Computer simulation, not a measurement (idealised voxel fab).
The following is a process module called voxel capacitor over wiring.
Each square cell in cross-section cut measures 5 nm, and the section as a whole is 185 nm wide.
Cross-section, as written here: a square-cell grid given band by band from the top down, where a band holds one or more rows of cells.
Each band's line starts with the height of the band's top and of its bottom, in nm. Then come its materials from left to right, each with its width in nm. One material with "all across" fills the band from edge to edge. "empty" is empty space.
Basically, 0 is our baseline, since under it the wafer straight out of the box is all one material. The bottom band has no lower end and keeps on going down, so it looks like "0 -> down".
Graded width ("30..40"): value in top row of band = first number; value in bottom row = second number; row-to-row change constant.
The cross-section has no changed cell in any step marked "nothing got changed".
Basically, "Sealed void inventory" tells you about the enclosed voids: empty spaces with no open way to the top, 8 cells or bigger, each written width x height at distance, where distance is from the left edge, all in nm.
after a step's settings: what the simulator itself notes on the step
Each step line may optionally specify "overlay nm", which for a step with a mask gives the rightward distance between the mask's planned place and where it lay, a negative value indicating the leftward direction.

THESE ARE THE STEPS WE PLANNED FOR THE PROCESS
1,op RECEIVE | material Si
2,op CONFORMAL_DEP | material SiO2 | thk nm 15
3,op DIRECTIONAL_DEP | material TiN | thk nm 5
4,op DIRECTIONAL_DEP | material Ru | thk nm 15
5,op MASKED_ETCH | tone cover | mask id METAL_1 | width nm 30 | pitch nm 100 | etch materials Ru | depth nm 15 | overlay nm 0
6,op MASKED_ETCH | tone cover | mask id METAL_1 | width nm 30 | pitch nm 100 | etch materials TiN | depth nm 5 | overlay nm 0
7,op FILL_DEP | material SiO2 | thk nm 5
8,op CMP | height nm 35
9,op CONFORMAL_DEP | material SiCN | thk nm 5
10,op DIRECTIONAL_DEP | material lowk | thk nm 15
11,op DIRECTIONAL_DEP | material aC | thk nm 15
12,op PATTERN | tone open | mask id PLUG_1 | material resist | width nm 15 | thk nm 35 | overlay nm 0
13,op DIRECTIONAL_ETCH | etch materials aC | depth nm 15
14,op STRIP | etch materials resist
15,op DIRECTIONAL_ETCH | etch materials lowk | depth nm 15
16,op DIRECTIONAL_ETCH | etch materials SiCN | depth nm 5
17,op STRIP | etch materials aC
18,op CONFORMAL_DEP | material TiN | thk nm 5
19,op FILL_DEP | material Cu | thk nm 5
20,op CMP | height nm 55
21,op DIRECTIONAL_DEP | material TiN | thk nm 10
22,op DIRECTIONAL_DEP | material HfO2 | thk nm 5
23,op DIRECTIONAL_DEP | material TiN | thk nm 5
24,op DIRECTIONAL_DEP | material aC | thk nm 10
25,op PATTERN | tone cover | mask id UPPER_PLATE | material resist | width nm 75 | thk nm 30 | overlay nm 0
26,op DIRECTIONAL_ETCH | etch materials aC | depth nm 10
27,op STRIP | etch materials resist
28,op DIRECTIONAL_ETCH | etch materials TiN | depth nm 5
29,op DIRECTIONAL_ETCH | etch materials HfO2 | depth nm 5
30,op STRIP | etch materials aC
31,op DIRECTIONAL_DEP | material aC | thk nm 15
32,op PATTERN | tone cover | mask id LOWER_PLATE | material resist | width nm 85 | thk nm 30 | overlay nm 0
33,op DIRECTIONAL_ETCH | etch materials aC | depth nm 15
34,op STRIP | etch materials resist
35,op DIRECTIONAL_ETCH | etch materials TiN | depth nm 10
36,op STRIP | etch materials aC
37,op FILL_DEP | material SiO2 | thk nm 20
38,op CMP | height nm 90
39,op MASKED_ETCH | tone open | mask id PLUG_2 | width nm 15 | etch materials SiO2 | depth nm 15 | overlay nm 0
40,op CONFORMAL_DEP | material TiN | thk nm 5
41,op FILL_DEP | material Ru | thk nm 5
42,op CMP | height nm 90
43,op CONFORMAL_DEP | material SiCN | thk nm 5

FIRST OF THE TWO WAFERS, RUN PER PLAN

CROSS-SECTIONAL VIEW OF THE WAFER IN ITS AS-RECEIVED CONDITION, CORRESPONDING TO THE STATE AFTER STEP 1
	0 -> down | Si all across
	Sealed void inventory: none

PRESENTED HERE IS A CROSS-SECTION OF THE WAFER AFTER STEP 2 HAS BEEN PERFORMED
	15 -> 0 | SiO2 all across
	Below a height of 0, the structure has not been altered.

PRESENTED HERE IS A CROSS-SECTION OF THE WAFER AFTER STEP 3 HAS BEEN PERFORMED
	20 -> 15 | TiN all across
	Below a height of 15, the structure has not been altered.

PRESENTED HERE IS A CROSS-SECTION OF THE WAFER AFTER STEP 4 HAS BEEN PERFORMED
	35 -> 20 | Ru all across
	Below a height of 20, the structure has not been altered.

PRESENTED HERE IS A CROSS-SECTION OF THE WAFER AFTER STEP 5 HAS BEEN PERFORMED
	35 -> 20 | 25 nm empty | 30 nm Ru | 70 nm empty | 30 nm Ru | 30 nm empty
	Below a height of 20, the structure has not been altered.

PRESENTED HERE IS A CROSS-SECTION OF THE WAFER AFTER STEP 6 HAS BEEN PERFORMED
	35 -> 20 | 25 nm empty | 30 nm Ru | 70 nm empty | 30 nm Ru | 30 nm empty
	20 -> 15 | 25 nm empty | 30 nm TiN | 70 nm empty | 30 nm TiN | 30 nm empty
	Below a height of 15, the structure has not been altered.

PRESENTED HERE IS A CROSS-SECTION OF THE WAFER AFTER STEP 7 HAS BEEN PERFORMED
	40 -> 35 | SiO2 all across
	35 -> 20 | 25 nm SiO2 | 30 nm Ru | 70 nm SiO2 | 30 nm Ru | 30 nm SiO2
	20 -> 15 | 25 nm SiO2 | 30 nm TiN | 70 nm SiO2 | 30 nm TiN | 30 nm SiO2
	Below a height of 15, the structure has not been altered.

PRESENTED HERE IS A CROSS-SECTION OF THE WAFER AFTER STEP 8 HAS BEEN PERFORMED
	35 -> 20 | 25 nm SiO2 | 30 nm Ru | 70 nm SiO2 | 30 nm Ru | 30 nm SiO2
	Below a height of 20, the structure has not been altered.

PRESENTED HERE IS A CROSS-SECTION OF THE WAFER AFTER STEP 9 HAS BEEN PERFORMED
	40 -> 35 | SiCN all across
	Below a height of 35, the structure has not been altered.

PRESENTED HERE IS A CROSS-SECTION OF THE WAFER AFTER STEP 10 HAS BEEN PERFORMED
	55 -> 40 | lowk all across
	Below a height of 40, the structure has not been altered.

PRESENTED HERE IS A CROSS-SECTION OF THE WAFER AFTER STEP 11 HAS BEEN PERFORMED
	70 -> 55 | aC all across
	Below a height of 55, the structure has not been altered.

PRESENTED HERE IS A CROSS-SECTION OF THE WAFER AFTER STEP 12 HAS BEEN PERFORMED
	105 -> 70 | 40 nm resist | 15 nm empty | 130 nm resist
	Below a height of 70, the structure has not been altered.

PRESENTED HERE IS A CROSS-SECTION OF THE WAFER AFTER STEP 13 HAS BEEN PERFORMED
	90 -> 70 | 40 nm resist | 15 nm empty | 130 nm resist
	70 -> 55 | 40 nm aC | 15 nm empty | 130 nm aC
	Below a height of 55, the structure has not been altered.

PRESENTED HERE IS A CROSS-SECTION OF THE WAFER AFTER STEP 14 HAS BEEN PERFORMED
	70 -> 55 | 40 nm aC | 15 nm empty | 130 nm aC
	Below a height of 55, the structure has not been altered.

PRESENTED HERE IS A CROSS-SECTION OF THE WAFER AFTER STEP 15 HAS BEEN PERFORMED
	70 -> 55 | 40 nm aC | 15 nm empty | 130 nm aC
	55 -> 40 | 40 nm lowk | 15 nm empty | 130 nm lowk
	Below a height of 40, the structure has not been altered.

PRESENTED HERE IS A CROSS-SECTION OF THE WAFER AFTER STEP 16 HAS BEEN PERFORMED
	70 -> 55 | 40 nm aC | 15 nm empty | 130 nm aC
	55 -> 40 | 40 nm lowk | 15 nm empty | 130 nm lowk
	40 -> 35 | 40 nm SiCN | 15 nm empty | 130 nm SiCN
	Below a height of 35, the structure has not been altered.

PRESENTED HERE IS A CROSS-SECTION OF THE WAFER AFTER STEP 17 HAS BEEN PERFORMED
	55 -> 40 | 40 nm lowk | 15 nm empty | 130 nm lowk
	Below a height of 40, the structure has not been altered.

PRESENTED HERE IS A CROSS-SECTION OF THE WAFER AFTER STEP 18 HAS BEEN PERFORMED
	60 -> 55 | 45 nm TiN | 5 nm empty | 135 nm TiN
	55 -> 40 | 40 nm lowk | 5 nm TiN | 5 nm empty | 5 nm TiN | 130 nm lowk
	40 -> 35 | 40 nm SiCN | 15 nm TiN | 130 nm SiCN
	Below a height of 35, the structure has not been altered.

PRESENTED HERE IS A CROSS-SECTION OF THE WAFER AFTER STEP 19 HAS BEEN PERFORMED
	65 -> 60 | Cu all across
	60 -> 55 | 45 nm TiN | 5 nm Cu | 135 nm TiN
	55 -> 40 | 40 nm lowk | 5 nm TiN | 5 nm Cu | 5 nm TiN | 130 nm lowk
	Below a height of 40, the structure has not been altered.

PRESENTED HERE IS A CROSS-SECTION OF THE WAFER AFTER STEP 20 HAS BEEN PERFORMED
	55 -> 40 | 40 nm lowk | 5 nm TiN | 5 nm Cu | 5 nm TiN | 130 nm lowk
	Below a height of 40, the structure has not been altered.

PRESENTED HERE IS A CROSS-SECTION OF THE WAFER AFTER STEP 21 HAS BEEN PERFORMED
	65 -> 55 | TiN all across
	Below a height of 55, the structure has not been altered.

PRESENTED HERE IS A CROSS-SECTION OF THE WAFER AFTER STEP 22 HAS BEEN PERFORMED
	70 -> 65 | HfO2 all across
	Below a height of 65, the structure has not been altered.

PRESENTED HERE IS A CROSS-SECTION OF THE WAFER AFTER STEP 23 HAS BEEN PERFORMED
	75 -> 70 | TiN all across
	Below a height of 70, the structure has not been altered.

PRESENTED HERE IS A CROSS-SECTION OF THE WAFER AFTER STEP 24 HAS BEEN PERFORMED
	85 -> 75 | aC all across
	Below a height of 75, the structure has not been altered.

PRESENTED HERE IS A CROSS-SECTION OF THE WAFER AFTER STEP 25 HAS BEEN PERFORMED
	115 -> 85 | 40 nm empty | 75 nm resist | 70 nm empty
	Below a height of 85, the structure has not been altered.

PRESENTED HERE IS A CROSS-SECTION OF THE WAFER AFTER STEP 26 HAS BEEN PERFORMED
	105 -> 85 | 40 nm empty | 75 nm resist | 70 nm empty
	85 -> 75 | 40 nm empty | 75 nm aC | 70 nm empty
	Below a height of 75, the structure has not been altered.

PRESENTED HERE IS A CROSS-SECTION OF THE WAFER AFTER STEP 27 HAS BEEN PERFORMED
	85 -> 75 | 40 nm empty | 75 nm aC | 70 nm empty
	Below a height of 75, the structure has not been altered.

PRESENTED HERE IS A CROSS-SECTION OF THE WAFER AFTER STEP 28 HAS BEEN PERFORMED
	85 -> 75 | 40 nm empty | 75 nm aC | 70 nm empty
	75 -> 70 | 40 nm empty | 75 nm TiN | 70 nm empty
	Below a height of 70, the structure has not been altered.

PRESENTED HERE IS A CROSS-SECTION OF THE WAFER AFTER STEP 29 HAS BEEN PERFORMED
	85 -> 75 | 40 nm empty | 75 nm aC | 70 nm empty
	75 -> 70 | 40 nm empty | 75 nm TiN | 70 nm empty
	70 -> 65 | 40 nm empty | 75 nm HfO2 | 70 nm empty
	Below a height of 65, the structure has not been altered.

PRESENTED HERE IS A CROSS-SECTION OF THE WAFER AFTER STEP 30 HAS BEEN PERFORMED
	75 -> 70 | 40 nm empty | 75 nm TiN | 70 nm empty
	Below a height of 70, the structure has not been altered.

PRESENTED HERE IS A CROSS-SECTION OF THE WAFER AFTER STEP 31 HAS BEEN PERFORMED
	90 -> 80 | 40 nm empty | 75 nm aC | 70 nm empty
	80 -> 75 | aC all across
	75 -> 70 | 40 nm aC | 75 nm TiN | 70 nm aC
	70 -> 65 | 40 nm aC | 75 nm HfO2 | 70 nm aC
	Below a height of 65, the structure has not been altered.

PRESENTED HERE IS A CROSS-SECTION OF THE WAFER AFTER STEP 32 HAS BEEN PERFORMED
	120 -> 90 | 35 nm empty | 85 nm resist | 65 nm empty
	90 -> 80 | 35 nm empty | 5 nm resist | 75 nm aC | 5 nm resist | 65 nm empty
	Below a height of 80, the structure has not been altered.

PRESENTED HERE IS A CROSS-SECTION OF THE WAFER AFTER STEP 33 HAS BEEN PERFORMED
	105 -> 90 | 35 nm empty | 85 nm resist | 65 nm empty
	90 -> 80 | 35 nm empty | 5 nm resist | 75 nm aC | 5 nm resist | 65 nm empty
	80 -> 75 | 35 nm empty | 85 nm aC | 65 nm empty
	75 -> 70 | 35 nm empty | 5 nm aC | 75 nm TiN | 5 nm aC | 65 nm empty
	70 -> 65 | 35 nm empty | 5 nm aC | 75 nm HfO2 | 5 nm aC | 65 nm empty
	Below a height of 65, the structure has not been altered.

PRESENTED HERE IS A CROSS-SECTION OF THE WAFER AFTER STEP 34 HAS BEEN PERFORMED
	90 -> 80 | 40 nm empty | 75 nm aC | 70 nm empty
	Below a height of 80, the structure has not been altered.

PRESENTED HERE IS A CROSS-SECTION OF THE WAFER AFTER STEP 35 HAS BEEN PERFORMED
	90 -> 80 | 40 nm empty | 75 nm aC | 70 nm empty
	80 -> 75 | 35 nm empty | 85 nm aC | 65 nm empty
	75 -> 70 | 35 nm empty | 5 nm aC | 75 nm TiN | 5 nm aC | 65 nm empty
	70 -> 65 | 35 nm empty | 5 nm aC | 75 nm HfO2 | 5 nm aC | 65 nm empty
	65 -> 55 | 35 nm empty | 85 nm TiN | 65 nm empty
	Below a height of 55, the structure has not been altered.

PRESENTED HERE IS A CROSS-SECTION OF THE WAFER AFTER STEP 36 HAS BEEN PERFORMED
	75 -> 70 | 40 nm empty | 75 nm TiN | 70 nm empty
	70 -> 65 | 40 nm empty | 75 nm HfO2 | 70 nm empty
	Below a height of 65, the structure has not been altered.

PRESENTED HERE IS A CROSS-SECTION OF THE WAFER AFTER STEP 37 HAS BEEN PERFORMED
	95 -> 75 | SiO2 all across
	75 -> 70 | 40 nm SiO2 | 75 nm TiN | 70 nm SiO2
	70 -> 65 | 40 nm SiO2 | 75 nm HfO2 | 70 nm SiO2
	65 -> 55 | 35 nm SiO2 | 85 nm TiN | 65 nm SiO2
	Below a height of 55, the structure has not been altered.

PRESENTED HERE IS A CROSS-SECTION OF THE WAFER AFTER STEP 38 HAS BEEN PERFORMED
	90 -> 75 | SiO2 all across
	Below a height of 75, the structure has not been altered.

PRESENTED HERE IS A CROSS-SECTION OF THE WAFER AFTER STEP 39 HAS BEEN PERFORMED
	90 -> 75 | 50 nm SiO2 | 15 nm empty | 120 nm SiO2
	Below a height of 75, the structure has not been altered.

PRESENTED HERE IS A CROSS-SECTION OF THE WAFER AFTER STEP 40 HAS BEEN PERFORMED
	95 -> 90 | 55 nm TiN | 5 nm empty | 125 nm TiN
	90 -> 80 | 50 nm SiO2 | 5 nm TiN | 5 nm empty | 5 nm TiN | 120 nm SiO2
	80 -> 70 | 50..40 nm SiO2 | 15..75 nm TiN | 120..70 nm SiO2
	Below a height of 70, the structure has not been altered.

PRESENTED HERE IS A CROSS-SECTION OF THE WAFER AFTER STEP 41 HAS BEEN PERFORMED
	100 -> 95 | Ru all across
	95 -> 90 | 55 nm TiN | 5 nm Ru | 125 nm TiN
	90 -> 80 | 50 nm SiO2 | 5 nm TiN | 5 nm Ru | 5 nm TiN | 120 nm SiO2
	Below a height of 80, the structure has not been altered.

PRESENTED HERE IS A CROSS-SECTION OF THE WAFER AFTER STEP 42 HAS BEEN PERFORMED
	90 -> 80 | 50 nm SiO2 | 5 nm TiN | 5 nm Ru | 5 nm TiN | 120 nm SiO2
	Below a height of 80, the structure has not been altered.

PRESENTED HERE IS A CROSS-SECTION OF THE WAFER AFTER STEP 43 HAS BEEN PERFORMED
	95 -> 90 | SiCN all across
	Below a height of 90, the structure has not been altered.

FOR THE SECOND WAFER, TAKE THE FIRST WAFER'S START AND PLAN, THEN ADD ONE MISTAKE MADE IN RUNNING IT; EVERYTHING THROUGH STEP 21, THAT STEP INCLUDED, IS SHARED WITH THE FIRST

SECOND WAFER SHOWN IN CROSS-SECTION AT THE TIME STEP 22 WAS SLATED TO END
	70 -> 55 | TiN all across
	Below a height of 55, the structure has not been altered.

SECOND WAFER SHOWN IN CROSS-SECTION AT THE TIME STEP 23 WAS SLATED TO END
	75 -> 70 | HfO2 all across
	Below a height of 70, the structure has not been altered.

SECOND WAFER SHOWN IN CROSS-SECTION AT THE TIME STEP 24 WAS SLATED TO END
	85 -> 75 | aC all across
	Below a height of 75, the structure has not been altered.

SECOND WAFER SHOWN IN CROSS-SECTION AT THE TIME STEP 25 WAS SLATED TO END
	115 -> 85 | 40 nm empty | 75 nm resist | 70 nm empty
	Below a height of 85, the structure has not been altered.

SECOND WAFER SHOWN IN CROSS-SECTION AT THE TIME STEP 26 WAS SLATED TO END
	105 -> 85 | 40 nm empty | 75 nm resist | 70 nm empty
	85 -> 75 | 40 nm empty | 75 nm aC | 70 nm empty
	Below a height of 75, the structure has not been altered.

SECOND WAFER SHOWN IN CROSS-SECTION AT THE TIME STEP 27 WAS SLATED TO END
	85 -> 75 | 40 nm empty | 75 nm aC | 70 nm empty
	Below a height of 75, the structure has not been altered.

Second wafer shown in cross-section at the time step 28 was slated to end: nothing got changed

SECOND WAFER SHOWN IN CROSS-SECTION AT THE TIME STEP 29 WAS SLATED TO END
	85 -> 75 | 40 nm empty | 75 nm aC | 70 nm empty
	75 -> 70 | 40 nm empty | 75 nm HfO2 | 70 nm empty
	Below a height of 70, the structure has not been altered.

SECOND WAFER SHOWN IN CROSS-SECTION AT THE TIME STEP 30 WAS SLATED TO END
	75 -> 70 | 40 nm empty | 75 nm HfO2 | 70 nm empty
	Below a height of 70, the structure has not been altered.

SECOND WAFER SHOWN IN CROSS-SECTION AT THE TIME STEP 31 WAS SLATED TO END
	90 -> 85 | 40 nm empty | 75 nm aC | 70 nm empty
	85 -> 75 | aC all across
	75 -> 70 | 40 nm aC | 75 nm HfO2 | 70 nm aC
	Below a height of 70, the structure has not been altered.

SECOND WAFER SHOWN IN CROSS-SECTION AT THE TIME STEP 32 WAS SLATED TO END
	120 -> 90 | 35 nm empty | 85 nm resist | 65 nm empty
	90 -> 85 | 35 nm empty | 5 nm resist | 75 nm aC | 5 nm resist | 65 nm empty
	Below a height of 85, the structure has not been altered.

SECOND WAFER SHOWN IN CROSS-SECTION AT THE TIME STEP 33 WAS SLATED TO END
	105 -> 90 | 35 nm empty | 85 nm resist | 65 nm empty
	90 -> 85 | 35 nm empty | 5 nm resist | 75 nm aC | 5 nm resist | 65 nm empty
	85 -> 75 | 35 nm empty | 85 nm aC | 65 nm empty
	75 -> 70 | 35 nm empty | 5 nm aC | 75 nm HfO2 | 5 nm aC | 65 nm empty
	Below a height of 70, the structure has not been altered.

SECOND WAFER SHOWN IN CROSS-SECTION AT THE TIME STEP 34 WAS SLATED TO END
	90 -> 85 | 40 nm empty | 75 nm aC | 70 nm empty
	Below a height of 85, the structure has not been altered.

SECOND WAFER SHOWN IN CROSS-SECTION AT THE TIME STEP 35 WAS SLATED TO END
	90 -> 85 | 40 nm empty | 75 nm aC | 70 nm empty
	85 -> 75 | 35 nm empty | 85 nm aC | 65 nm empty
	75 -> 70 | 35 nm empty | 5 nm aC | 75 nm HfO2 | 5 nm aC | 65 nm empty
	70 -> 60 | 35 nm empty | 85 nm TiN | 65 nm empty
	Below a height of 60, the structure has not been altered.

SECOND WAFER SHOWN IN CROSS-SECTION AT THE TIME STEP 36 WAS SLATED TO END
	75 -> 70 | 40 nm empty | 75 nm HfO2 | 70 nm empty
	Below a height of 70, the structure has not been altered.

SECOND WAFER SHOWN IN CROSS-SECTION AT THE TIME STEP 37 WAS SLATED TO END
	95 -> 75 | SiO2 all across
	75 -> 70 | 40 nm SiO2 | 75 nm HfO2 | 70 nm SiO2
	70 -> 60 | 35 nm SiO2 | 85 nm TiN | 65 nm SiO2
	Below a height of 60, the structure has not been altered.

SECOND WAFER SHOWN IN CROSS-SECTION AT THE TIME STEP 38 WAS SLATED TO END
	90 -> 75 | SiO2 all across
	Below a height of 75, the structure has not been altered.

SECOND WAFER SHOWN IN CROSS-SECTION AT THE TIME STEP 39 WAS SLATED TO END
	90 -> 75 | 50 nm SiO2 | 15 nm empty | 120 nm SiO2
	Below a height of 75, the structure has not been altered.

SECOND WAFER SHOWN IN CROSS-SECTION AT THE TIME STEP 40 WAS SLATED TO END
	95 -> 90 | 55 nm TiN | 5 nm empty | 125 nm TiN
	90 -> 80 | 50 nm SiO2 | 5 nm TiN | 5 nm empty | 5 nm TiN | 120 nm SiO2
	80 -> 75 | 50 nm SiO2 | 15 nm TiN | 120 nm SiO2
	Below a height of 75, the structure has not been altered.

SECOND WAFER SHOWN IN CROSS-SECTION AT THE TIME STEP 41 WAS SLATED TO END
	100 -> 95 | Ru all across
	95 -> 90 | 55 nm TiN | 5 nm Ru | 125 nm TiN
	90 -> 80 | 50 nm SiO2 | 5 nm TiN | 5 nm Ru | 5 nm TiN | 120 nm SiO2
	Below a height of 80, the structure has not been altered.

SECOND WAFER SHOWN IN CROSS-SECTION AT THE TIME STEP 42 WAS SLATED TO END
	90 -> 80 | 50 nm SiO2 | 5 nm TiN | 5 nm Ru | 5 nm TiN | 120 nm SiO2
	Below a height of 80, the structure has not been altered.

SECOND WAFER SHOWN IN CROSS-SECTION AT THE TIME STEP 43 WAS SLATED TO END
	95 -> 90 | SiCN all across
	Below a height of 90, the structure has not been altered.
Diagnosis: steps 22 and 23 of the plan were each performed in the slot designated for the other
End check, counted in cells, second wafer has more or fewer of these materials than the first: -22 SiO2 | +22 TiN
